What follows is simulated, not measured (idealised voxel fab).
The following is a process module called voxel wiring stack.
The figure presents cross-section cut, which has a width of 210 nm and is divided into square cells with an edge length of 5 nm.
A cross-section is a grid of square cells, given in bands from the top down. A band is one or more rows of cells. What a band's entry tells you: where the top is and where the bottom is, as heights in nm, and after that what lies inside, material by material from left to right, each with its width in nm. Empty space is written as the word "blank", and a single material marked with the word "edge to edge" occupies the band from edge to edge. We count height from 0. Below that, the starting wafer is all one material. The lowest band never ends at the bottom but goes on down; see "top 0, no bottom" for how that is written. The width entry "30..40" should be interpreted row by row: the top row of cells in the band takes the first number, the bottom row takes the second number, and the change between adjacent rows is uniform throughout. Step marked "all unchanged"? Then no cell in the cross-section changed in it. "Listed closed voids" lists enclosed empty spaces (at least 8 cells, no open path upward to the top), each as width x height at distance from the left edge, in nm. The remark found on a step's line after its settings is issued by the simulator itself and pertains to that step. overlay nm: how far to the right of its planned place the mask lay on this masked step (negative: to the left).
### Planned process steps
- 1: RECEIVE | material Si
- 2: CONFORMAL_DEP | material SiO2 | thk nm 10
- 3: DIRECTIONAL_DEP | material TiN | thk nm 5
- 4: DIRECTIONAL_DEP | material W | thk nm 25
- 5: DIRECTIONAL_DEP | material aC | thk nm 15
- 6: PATTERN | tone cover | mask id METAL_1 | material resist | width nm 20 | pitch nm 45 | thk nm 35 | overlay nm 0
- 7: DIRECTIONAL_ETCH | etch materials aC | depth nm 15
- 8: STRIP | etch materials resist
- 9: DIRECTIONAL_ETCH | etch materials W | depth nm 25
- 10: DIRECTIONAL_ETCH | etch materials TiN | depth nm 5
- 11: STRIP | etch materials aC
- 12: CONFORMAL_DEP | material SiN | thk nm 5
- 13: FILL_DEP | material lowk | thk nm 5
- 14: CMP | height nm 40
- 15: CONFORMAL_DEP | material SiCN | thk nm 5
- 16: DIRECTIONAL_DEP | material lowk | thk nm 15
- 17: MASKED_ETCH | tone open | mask id PLUG_1 | width nm 15 | pitch nm 45 | etch materials lowk | depth nm 15 | overlay nm 0
- 18: MASKED_ETCH | tone open | mask id PLUG_1 | width nm 15 | pitch nm 45 | etch materials SiCN | depth nm 5 | overlay nm 0
- 19: CONFORMAL_DEP | material TiN | thk nm 5
- 20: FILL_DEP | material Ru | thk nm 5
- 21: CMP | height nm 60
- 22: DIRECTIONAL_DEP | material TiN | thk nm 5
- 23: DIRECTIONAL_DEP | material W | thk nm 20
- 24: PATTERN | tone cover | mask id METAL_2 | material resist | width nm 20 | pitch nm 45 | thk nm 15 | overlay nm 0
- 25: DIRECTIONAL_ETCH | etch materials W | depth nm 20
- 26: DIRECTIONAL_ETCH | etch materials TiN | depth nm 5
- 27: STRIP | etch materials resist
- 28: CONFORMAL_DEP | material SiN | thk nm 5
- 29: FILL_DEP | material SiO2 | thk nm 5
- 30: CMP | height nm 85
- 31: CONFORMAL_DEP | material SiN | thk nm 5
### Received-state cross-section, reflecting completion of step 1
top 0, no bottom | Si edge to edge
Listed closed voids: none
### Here's the cross-section of the first of our two wafers at the end of the module - it ran as planned
top 90, bottom 85 | SiN edge to edge
top 85, bottom 65 | SiO2 (20), SiN (5), W (20), SiN (5), SiO2 (15), SiN (5), W (20), SiN (5), SiO2 (15), SiN (5), W (20), SiN (5), SiO2 (15), SiN (5), W (20), SiN (5), SiO2 (25)
top 65, bottom 60 | SiN (25), TiN (20), SiN (25), TiN (20), SiN (25), TiN (20), SiN (25), TiN (20), SiN (30)
top 60, bottom 45 | lowk (25), TiN (5), Ru (5), TiN (5), lowk (30), TiN (5), Ru (5), TiN (5), lowk (30), TiN (5), Ru (5), TiN (5), lowk (30), TiN (5), Ru (5), TiN (5), lowk (35)
top 45, bottom 40 | SiCN (25), TiN (15), SiCN (30), TiN (15), SiCN (30), TiN (15), SiCN (30), TiN (15), SiCN (35)
top 40, bottom 15 | lowk (20), SiN (5), W (20), SiN (5), lowk (15), SiN (5), W (20), SiN (5), lowk (15), SiN (5), W (20), SiN (5), lowk (15), SiN (5), W (20), SiN (5), lowk (25)
top 15, bottom 10 | SiN (25), TiN (20), SiN (25), TiN (20), SiN (25), TiN (20), SiN (25), TiN (20), SiN (30)
top 10, bottom 0 | SiO2 edge to edge
top 0, no bottom | Si edge to edge
Listed closed voids: none
### This cross-section belongs to the second wafer of two at the end of the module; the start and the plan were shared with the first, and the run included one mistake
top 90, bottom 85 | SiN edge to edge
top 85, bottom 65 | SiO2 (20), SiN (5), W (20), SiN (5), SiO2 (15), SiN (5), W (20), SiN (5), SiO2 (15), SiN (5), W (20), SiN (5), SiO2 (15), SiN (5), W (20), SiN (5), SiO2 (25)
top 65, bottom 60 | SiN (25), TiN (20), SiN (25), TiN (20), SiN (25), TiN (20), SiN (25), TiN (20), SiN (30)
top 60, bottom 50 | lowk (30), TiN (5), Ru (5), TiN (5), lowk (30), TiN (5), Ru (5), TiN (5), lowk (30), TiN (5), Ru (5), TiN (5), lowk (30), TiN (5), Ru (5), TiN (5), lowk (30)
top 50, bottom 45 | lowk (30), TiN (15), lowk (30), TiN (15), lowk (30), TiN (15), lowk (30), TiN (15), lowk (30)
top 45, bottom 40 | SiCN (30), TiN (10), SiCN (35), TiN (10), SiCN (35), TiN (10), SiCN (35), TiN (10), SiCN (35)
top 40, bottom 15 | lowk (20), SiN (5), W (20), SiN (5), lowk (15), SiN (5), W (20), SiN (5), lowk (15), SiN (5), W (20), SiN (5), lowk (15), SiN (5), W (20), SiN (5), lowk (25)
top 15, bottom 10 | SiN (25), TiN (20), SiN (25), TiN (20), SiN (25), TiN (20), SiN (25), TiN (20), SiN (30)
top 10, bottom 0 | SiO2 edge to edge
top 0, no bottom | Si edge to edge
Listed closed voids: none
The plan and the run diverged here: planned and actual differ for step 17; actual: MASKED_ETCH | tone open | mask id PLUG_1 | width nm 15 | pitch nm 45 | etch materials lowk | depth nm 15 | overlay nm 5
Counted in cells at the end, the second wafer holds more or fewer of these materials than the first: 4 fewer of Ru | 4 more of SiCN
